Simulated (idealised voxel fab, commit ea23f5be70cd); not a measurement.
process module | voxel released beams
cross-section cut | 280 nm wide | cells 5 nm
A cross-section is a grid of square cells, given in bands from the top down. A band is one or more rows of cells.
Each band's line starts with the height of the band's top and of its bottom, in nm. Then come its materials from left to right, each with its width in nm. One material with "throughout" fills the band from edge to edge. "air" is empty space.
Height 0 is the level under which the wafer as received is all one material. The lowest band goes on downwards, as in "0 down".
A width such as "30 to 40" changes by the same amount from each row of cells to the next, from the band's top row to its bottom row.
"no change" after a step means that no cell of the cross-section changed.
closed voids: empty space of 8 cells or more with no open way to the top, each as width x height at its distance from the left edge, in nm
after a step's settings: what the simulator itself notes on the step
overlay nm, on a step with a mask: how far to the right of its planned place the mask lay; to the left if negative
plan
1 op RECEIVE | material Si
2 op CONFORMAL_DEP | material Al2O3 | thk nm 10
3 op DIRECTIONAL_DEP | material SiO2 | thk nm 15
4 op DIRECTIONAL_DEP | material aC | thk nm 15
5 op PATTERN | tone open | mask id ANCHOR | material resist | width nm 40 | thk nm 30 | overlay nm 0
6 op DIRECTIONAL_ETCH | etch materials aC | depth nm 15
7 op STRIP | etch materials resist
8 op DIRECTIONAL_ETCH | etch materials SiO2 | depth nm 15
9 op STRIP | etch materials aC
10 op CONFORMAL_DEP | material SiN | thk nm 15
11 op DIRECTIONAL_DEP | material aC | thk nm 15
12 op PATTERN | tone cover | mask id BEAM | material resist | width nm 110 | thk nm 35 | overlay nm 0
13 op DIRECTIONAL_ETCH | etch materials aC | depth nm 15
14 op STRIP | etch materials resist
15 op DIRECTIONAL_ETCH | etch materials SiN | depth nm 15
16 op STRIP | etch materials aC
17 op STRIP | etch materials SiO2
first wafer, as planned
as received, after step 1
  0 down: Si throughout
  closed voids: none
after step 2
  10 to 0: Al2O3 throughout
  below 0: unchanged
after step 3
  25 to 10: SiO2 throughout
  below 10: unchanged
after step 4
  40 to 25: aC throughout
  below 25: unchanged
after step 5
  70 to 40: resist 85 | air 40 | resist 155
  below 40: unchanged
after step 6
  55 to 40: resist 85 | air 40 | resist 155
  40 to 25: aC 85 | air 40 | aC 155
  below 25: unchanged
after step 7
  40 to 25: aC 85 | air 40 | aC 155
  below 25: unchanged
after step 8
  40 to 25: aC 85 | air 40 | aC 155
  25 to 10: SiO2 85 | air 40 | SiO2 155
  below 10: unchanged
after step 9
  25 to 10: SiO2 85 | air 40 | SiO2 155
  below 10: unchanged
after step 10
  40 to 25: SiN 100 | air 10 | SiN 170
  25 to 10: SiO2 85 | SiN 40 | SiO2 155
  below 10: unchanged
after step 11
  55 to 40: aC 100 | air 10 | aC 170
  40 to 25: SiN 100 | aC 10 | SiN 170
  below 25: unchanged
after step 12
  90 to 55: air 80 | resist 110 | air 90
  55 to 40: aC 100 | resist 10 | aC 170
  below 40: unchanged
after step 13
  75 to 55: air 80 | resist 110 | air 90
  55 to 40: air 80 | aC 20 | resist 10 | aC 80 | air 90
  below 40: unchanged
after step 14
  55 to 40: air 80 | aC 20 | air 10 | aC 80 | air 90
  below 40: unchanged
after step 15
  55 to 40: air 80 | aC 20 | air 10 | aC 80 | air 90
  40 to 25: air 80 | SiN 20 | aC 10 | SiN 80 | air 90
  below 25: unchanged
after step 16
  40 to 25: air 80 | SiN 20 | air 10 | SiN 80 | air 90
  below 25: unchanged
after step 17
  40 to 25: air 80 | SiN 20 | air 10 | SiN 80 | air 90
  25 to 10: air 85 | SiN 40 | air 155
  below 10: unchanged
second wafer: like start, like plan, one mistake. Through step 1 it matches the first wafer
when step 2 should have ended
  15 to 0: SiO2 throughout
  below 0: unchanged
when step 3 should have ended
  25 to 15: Al2O3 throughout
  below 15: unchanged
when step 4 should have ended
  40 to 25: aC throughout
  below 25: unchanged
when step 5 should have ended
  70 to 40: resist 85 | air 40 | resist 155
  below 40: unchanged
when step 6 should have ended
  55 to 40: resist 85 | air 40 | resist 155
  40 to 25: aC 85 | air 40 | aC 155
  below 25: unchanged
when step 7 should have ended
  40 to 25: aC 85 | air 40 | aC 155
  below 25: unchanged
when step 8 should have ended: no change
when step 9 should have ended
  25 to 15: Al2O3 throughout
  below 15: unchanged
when step 10 should have ended
  40 to 25: SiN throughout
  below 25: unchanged
when step 11 should have ended
  55 to 40: aC throughout
  below 40: unchanged
when step 12 should have ended
  90 to 55: air 80 | resist 110 | air 90
  below 55: unchanged
when step 13 should have ended
  75 to 55: air 80 | resist 110 | air 90
  55 to 40: air 80 | aC 110 | air 90
  below 40: unchanged
when step 14 should have ended
  55 to 40: air 80 | aC 110 | air 90
  below 40: unchanged
when step 15 should have ended
  55 to 40: air 80 | aC 110 | air 90
  40 to 25: air 80 | SiN 110 | air 90
  below 25: unchanged
when step 16 should have ended
  40 to 25: air 80 | SiN 110 | air 90
  below 25: unchanged
when step 17 should have ended: no change
what went wrong: steps 2 and 3 were swapped
at the end the second wafer has, in cells: 18 fewer of SiN | 168 more of SiO2
